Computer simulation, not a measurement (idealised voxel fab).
Documented hereafter: the process module known as voxel capacitor over wiring.
FYI the section here is cut, 240 nm wide, cells are 5 nm squares.
A cross-section is written here as square cells arranged in a grid, and it is given in bands from the top down, each band taking up one or more rows of cells.
It is stipulated that each band's entry specify, in nanometres, the height of the top of the band and then that of its bottom, followed by the materials of the band in left-to-right sequence, each together with its width in nanometres. A single material marked by the word "full width" is understood to fill the band from edge to edge; the word "blank" is understood to denote empty space.
Basically, 0 is our baseline, since under it the wafer straight out of the box is all one material. The bottom band has no lower end and keeps on going down, so it looks like "0 and below".
So if you see something like "30..40" for the width, read it as the top row of the band sitting at the first number and the bottom row at the second, with every row in between moving by the same amount as the last.
Basically "no change occurred" means that step didn't change any cell in the cross-section.
This entry, "Unvented internal voids", enumerates those empty regions of no fewer than 8 cells that possess no open connection to the top. Each region is reported in the form width x height at distance, the distance being taken from the left edge, with all three quantities expressed in nm.
Where a step's line continues beyond its settings, the continuation is a remark by the simulator itself on that step.
overlay nm: mask right of planned place by this much (step with mask). Neg. = left.

Process steps (planned):
1 RECEIVE with material Si
2 CONFORMAL_DEP with material SiO2, thk nm 15
3 CONFORMAL_DEP with material SiN, thk nm 5
4 DIRECTIONAL_DEP with material SiO2, thk nm 15
5 MASKED_ETCH with tone open, mask id METAL_1, width nm 20, pitch nm 70, etch materials SiO2, depth nm 15, overlay nm 0
6 MASKED_ETCH with tone open, mask id METAL_1, width nm 20, pitch nm 70, etch materials SiN, depth nm 5, overlay nm 0
7 CONFORMAL_DEP with material TiN, thk nm 5
8 FILL_DEP with material W, thk nm 5
9 CMP with height nm 35
10 CONFORMAL_DEP with material SiCN, thk nm 5
11 DIRECTIONAL_DEP with material SiO2, thk nm 10
12 PATTERN with tone open, mask id PLUG_1, material resist, width nm 15, thk nm 20, overlay nm 0
13 DIRECTIONAL_ETCH with etch materials SiO2, depth nm 10
14 DIRECTIONAL_ETCH with etch materials SiCN, depth nm 5
15 STRIP with etch materials resist
16 CONFORMAL_DEP with material TiN, thk nm 5
17 FILL_DEP with material Cu, thk nm 5
18 CMP with height nm 50
19 DIRECTIONAL_DEP with material TiN, thk nm 5
20 DIRECTIONAL_DEP with material Al2O3, thk nm 5
21 DIRECTIONAL_DEP with material TiN, thk nm 5
22 MASKED_ETCH with tone cover, mask id UPPER_PLATE, width nm 55, etch materials TiN, depth nm 5, overlay nm 0
23 MASKED_ETCH with tone cover, mask id UPPER_PLATE, width nm 55, etch materials Al2O3, depth nm 5, overlay nm 0
24 DIRECTIONAL_DEP with material aC, thk nm 15
25 PATTERN with tone cover, mask id LOWER_PLATE, material resist, width nm 65, thk nm 35, overlay nm 0
26 DIRECTIONAL_ETCH with etch materials aC, depth nm 15
27 STRIP with etch materials resist
28 DIRECTIONAL_ETCH with etch materials TiN, depth nm 5
29 STRIP with etch materials aC
30 FILL_DEP with material SiO2, thk nm 20
31 CMP with height nm 80
32 MASKED_ETCH with tone open, mask id PLUG_2, width nm 15, etch materials SiO2, depth nm 15, overlay nm 0
33 CONFORMAL_DEP with material TiN, thk nm 5
34 FILL_DEP with material Cu, thk nm 5
35 CMP with height nm 80
36 CONFORMAL_DEP with material SiN, thk nm 5
For clarity, it should be stated that the wafers under discussion commence in an identical condition and differ with respect to the width nm of step 32, the plan indicating the value that the first wafer had.

So this is the first of several wafers, cross-sectioned as it came to us, meaning it's at the end of step 1:
- 0 and below: Si full width
- Unvented internal voids: none

Wafer rows, end of module: cells per material gained (+) or lost (-) since receipt; closed voids last:
width nm 15, +11 Al2O3, +4 Cu, +45 SiCN, +88 SiN, +598 SiO2, +58 TiN, +12 W, Unvented internal voids: none
width nm 20, +11 Al2O3, +6 Cu, +45 SiCN, +88 SiN, +595 SiO2, +59 TiN, +12 W, Unvented internal voids: none
width nm 25, +11 Al2O3, +8 Cu, +45 SiCN, +88 SiN, +592 SiO2, +60 TiN, +12 W, Unvented internal voids: none
width nm 30, +11 Al2O3, +10 Cu, +45 SiCN, +88 SiN, +589 SiO2, +61 TiN, +12 W, Unvented internal voids: none
